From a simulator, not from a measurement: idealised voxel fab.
process module | voxel gate over fins
The figure presents cross-section cut, which has a width of 205 nm and is divided into square cells with an edge length of 5 nm.
We lay out every cross-section as a grid of square cells and spell it out in bands from the top down, where one band means one or more rows of cells.
Read a band's entry like this: the first values are the height of its top and the height of its bottom in nm, and what follows is the sequence of materials from left to right, each with its width in nm. Note that "blank" is empty space, and that a single material marked "everywhere" reaches across the band from edge to edge.
The level at which height equals 0 is the one under which the wafer, as it arrives, is entirely one material. No lower edge exists for the bottom band, which continues downward and is notated as in "0 down".
The two numbers in a width such as "30 to 40" mark its ends across the band: the first belongs to the top row of cells, the second to the bottom row, and from each row to the next the width moves by the same amount.
Basically "nothing got changed" means that step didn't change any cell in the cross-section.
Under "Tabulated closed voids" you'll find the enclosed gaps, the ones with no way out to the top, that are 8 cells or bigger; each reads width x height at distance, with distance counted from the left edge, everything in nm.
It should be noted that, on the line of a given step, the content following the step's settings is a remark produced by the simulator itself with respect to that step.
overlay nm: on a step with a mask, how far right of its planned place the mask lay; negative means left.

Planned step list for the process:
1) RECEIVE (material Si)
2) CONFORMAL_DEP (material SiN; thk nm 10)
3) PATTERN (tone cover; mask id FINS; material resist; width nm 15; pitch nm 35; thk nm 15; overlay nm 0)
4) DIRECTIONAL_ETCH (etch materials SiN; depth nm 10)
5) DIRECTIONAL_ETCH (etch materials Si; depth nm 35)
6) STRIP (etch materials resist)
7) FILL_DEP (material SiO2; thk nm 10)
8) CMP (height nm 10)
9) SELECTIVE_ETCH (etch materials SiO2; depth nm 20)
10) STRIP (etch materials SiN)
11) CONFORMAL_DEP (material HfO2; thk nm 5)
12) CONFORMAL_DEP (material TiN; thk nm 5)
13) FILL_DEP (material W; thk nm 15)
14) CMP (height nm 20)
15) CONFORMAL_DEP (material SiCN; thk nm 10)

Wafer cross-section on receipt, i.e. after step 1:
0 down: Si everywhere
Tabulated closed voids: none

First wafer at the end, as planned:
30 to 20: SiCN everywhere
20 to 10: W everywhere
10 to 5: W 30 nm  TiN 140 nm  W 35 nm
5 to 0: W 30 nm  TiN 5 nm  HfO2 25 nm  TiN 10 nm  HfO2 25 nm  TiN 10 nm  HfO2 25 nm  TiN 10 nm  HfO2 25 nm  TiN 5 nm  W 35 nm
0 to -5: TiN 35 nm  HfO2 5 nm  Si 15 nm  HfO2 5 nm  TiN 10 nm  HfO2 5 nm  Si 15 nm  HfO2 5 nm  TiN 10 nm  HfO2 5 nm  Si 15 nm  HfO2 5 nm  TiN 10 nm  HfO2 5 nm  Si 15 nm  HfO2 5 nm  TiN 40 nm
-5 to -10: HfO2 40 nm  Si 15 nm  HfO2 20 nm  Si 15 nm  HfO2 20 nm  Si 15 nm  HfO2 20 nm  Si 15 nm  HfO2 45 nm
-10 to -35: SiO2 40 nm  Si 15 nm  SiO2 20 nm  Si 15 nm  SiO2 20 nm  Si 15 nm  SiO2 20 nm  Si 15 nm  SiO2 45 nm
-35 down: Si everywhere
Tabulated closed voids: none

Wafer two, sectioned after the module: the first wafer's start, the first wafer's plan, and one mistake in how it was run:
30 to 20: SiCN everywhere
20 to 10: W everywhere
10 to 5: W 30 nm  TiN 140 nm  W 35 nm
5 to 0: W 30 nm  TiN 5 nm  HfO2 25 nm  TiN 10 nm  HfO2 25 nm  TiN 10 nm  HfO2 25 nm  TiN 10 nm  HfO2 25 nm  TiN 5 nm  W 35 nm
0 to -5: TiN 35 nm  HfO2 5 nm  Si 15 nm  HfO2 5 nm  TiN 10 nm  HfO2 5 nm  Si 15 nm  HfO2 5 nm  TiN 10 nm  HfO2 5 nm  Si 15 nm  HfO2 5 nm  TiN 10 nm  HfO2 5 nm  Si 15 nm  HfO2 5 nm  TiN 40 nm
-5 to -10: HfO2 40 nm  Si 15 nm  HfO2 20 nm  Si 15 nm  HfO2 20 nm  Si 15 nm  HfO2 20 nm  Si 15 nm  HfO2 45 nm
-10 to -40: SiO2 40 nm  Si 15 nm  SiO2 20 nm  Si 15 nm  SiO2 20 nm  Si 15 nm  SiO2 20 nm  Si 15 nm  SiO2 45 nm
-40 down: Si everywhere
Tabulated closed voids: none
Run error: step 5 changed vs plan, executed as DIRECTIONAL_ETCH (etch materials Si; depth nm 40)
Once processing is complete, comparing cell counts shows that the second wafer has more or fewer of certain materials than the first: Si -29 | SiO2 +29
